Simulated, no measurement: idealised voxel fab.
process module | voxel wiring stack
cross-section cut | 180 nm wide | cells 5 nm
A cross-section is a grid of square cells, given in bands from the top down. A band is one or more rows of cells.
Each band's line starts with the height of the band's top and of its bottom, in nm. Then come its materials from left to right, each with its width in nm. One material with "throughout" fills the band from edge to edge. "air" is empty space.
Height 0 is the level under which the wafer as received is all one material. The lowest band goes on downwards, as in "0 down".
A width such as "30 to 40" changes by the same amount from each row of cells to the next, from the band's top row to its bottom row.
"no change" after a step means that no cell of the cross-section changed.
closed voids: empty space of 8 cells or more with no open way to the top, each as width x height at its distance from the left edge, in nm
after a step's settings: what the simulator itself notes on the step
overlay nm, on a step with a mask: how far to the right of its planned place the mask lay; to the left if negative
plan
1 op RECEIVE | material Si
2 op CONFORMAL_DEP | material SiO2 | thk nm 10
3 op DIRECTIONAL_DEP | material TiN | thk nm 5
4 op DIRECTIONAL_DEP | material W | thk nm 20
5 op MASKED_ETCH | tone cover | mask id METAL_1 | width nm 25 | pitch nm 45 | etch materials W | depth nm 20 | overlay nm 0
6 op MASKED_ETCH | tone cover | mask id METAL_1 | width nm 25 | pitch nm 45 | etch materials TiN | depth nm 5 | overlay nm 0
7 op FILL_DEP | material SiO2 | thk nm 5
8 op CMP | height nm 35
9 op CONFORMAL_DEP | material SiCN | thk nm 5
10 op DIRECTIONAL_DEP | material lowk | thk nm 25
11 op DIRECTIONAL_DEP | material aC | thk nm 15
12 op PATTERN | tone open | mask id METAL_2_HOLES | material resist | width nm 15 | pitch nm 45 | thk nm 30 | overlay nm 0
13 op DIRECTIONAL_ETCH | etch materials aC | depth nm 15
14 op STRIP | etch materials resist
15 op DIRECTIONAL_ETCH | etch materials lowk | depth nm 25
16 op STRIP | etch materials aC
17 op PATTERN | tone open | mask id METAL_2 | material resist | width nm 25 | pitch nm 45 | thk nm 15 | overlay nm 0
18 op DIRECTIONAL_ETCH | etch materials lowk | depth nm 15
19 op DIRECTIONAL_ETCH | etch materials SiCN | depth nm 5
20 op STRIP | etch materials resist
21 op CONFORMAL_DEP | material TiN | thk nm 5
22 op FILL_DEP | material Cu | thk nm 10
23 op CMP | height nm 65
24 op CONFORMAL_DEP | material SiCN | thk nm 5
25 op DIRECTIONAL_DEP | material SiO2 | thk nm 25
26 op MASKED_ETCH | tone open | mask id METAL_3_HOLES | width nm 15 | pitch nm 45 | etch materials SiO2 | depth nm 25 | overlay nm 0
27 op DIRECTIONAL_DEP | material aC | thk nm 15
28 op PATTERN | tone open | mask id METAL_3 | material resist | width nm 25 | pitch nm 45 | thk nm 30 | overlay nm 0
29 op DIRECTIONAL_ETCH | etch materials aC | depth nm 15
30 op STRIP | etch materials resist
31 op DIRECTIONAL_ETCH | etch materials SiO2 | depth nm 15
32 op DIRECTIONAL_ETCH | etch materials SiCN | depth nm 5
33 op STRIP | etch materials aC
34 op CONFORMAL_DEP | material TiN | thk nm 5
35 op FILL_DEP | material Cu | thk nm 5
36 op CMP | height nm 95
37 op CONFORMAL_DEP | material SiCN | thk nm 5
as received, after step 1
  0 down: Si throughout
  closed voids: none
first wafer at the end, as planned
  100 to 95: SiCN throughout
  95 to 85: SiO2 55 | TiN 5 | Cu 15 | TiN 5 | SiO2 20 | TiN 5 | Cu 15 | TiN 5 | SiO2 55
  85 to 80: SiO2 55 | TiN 5 | Cu 5 | TiN 15 | SiO2 20 | TiN 5 | Cu 5 | TiN 15 | SiO2 55
  80 to 70: SiO2 55 | TiN 5 | Cu 5 | TiN 5 | SiO2 30 | TiN 5 | Cu 5 | TiN 5 | SiO2 65
  70 to 65: SiCN 55 | TiN 15 | SiCN 30 | TiN 15 | SiCN 65
  65 to 55: lowk 55 | TiN 5 | Cu 15 | TiN 5 | lowk 20 | TiN 5 | Cu 15 | TiN 5 | lowk 55
  55 to 50: lowk 55 | TiN 5 | Cu 5 | TiN 15 | lowk 20 | TiN 5 | Cu 5 | TiN 15 | lowk 55
  50 to 40: lowk 55 | TiN 5 | Cu 5 | TiN 5 | lowk 30 | TiN 5 | Cu 5 | TiN 5 | lowk 65
  40 to 35: SiCN 55 | TiN 15 | SiCN 30 | TiN 15 | SiCN 65
  35 to 15: SiO2 55 | W 25 | SiO2 20 | W 25 | SiO2 55
  15 to 10: SiO2 55 | TiN 25 | SiO2 20 | TiN 25 | SiO2 55
  10 to 0: SiO2 throughout
  0 down: Si throughout
  closed voids: none
second wafer at the end: like start, like plan, one mistake
  100 to 95: SiCN throughout
  95 to 85: SiO2 55 | TiN 5 | Cu 5 | TiN 5 | SiO2 30 | TiN 5 | Cu 5 | TiN 5 | SiO2 65
  85 to 80: SiCN 55 | TiN 15 | SiCN 30 | TiN 15 | SiCN 65
  80 to 70: Cu throughout
  70 to 65: TiN 60 | Cu 15 | TiN 30 | Cu 15 | TiN 60
  65 to 55: lowk 55 | TiN 5 | Cu 15 | TiN 5 | lowk 20 | TiN 5 | Cu 15 | TiN 5 | lowk 55
  55 to 50: lowk 55 | TiN 5 | Cu 5 | TiN 15 | lowk 20 | TiN 5 | Cu 5 | TiN 15 | lowk 55
  50 to 40: lowk 55 | TiN 5 | Cu 5 | TiN 5 | lowk 30 | TiN 5 | Cu 5 | TiN 5 | lowk 65
  40 to 35: SiCN 55 | TiN 15 | SiCN 30 | TiN 15 | SiCN 65
  35 to 15: SiO2 55 | W 25 | SiO2 20 | W 25 | SiO2 55
  15 to 10: SiO2 55 | TiN 25 | SiO2 20 | TiN 25 | SiO2 55
  10 to 0: SiO2 throughout
  0 down: Si throughout
  closed voids: none
what went wrong: step 23 was left out
at the end the second wafer has, in cells: 64 more of Cu | 78 fewer of SiO2 | 14 more of TiN
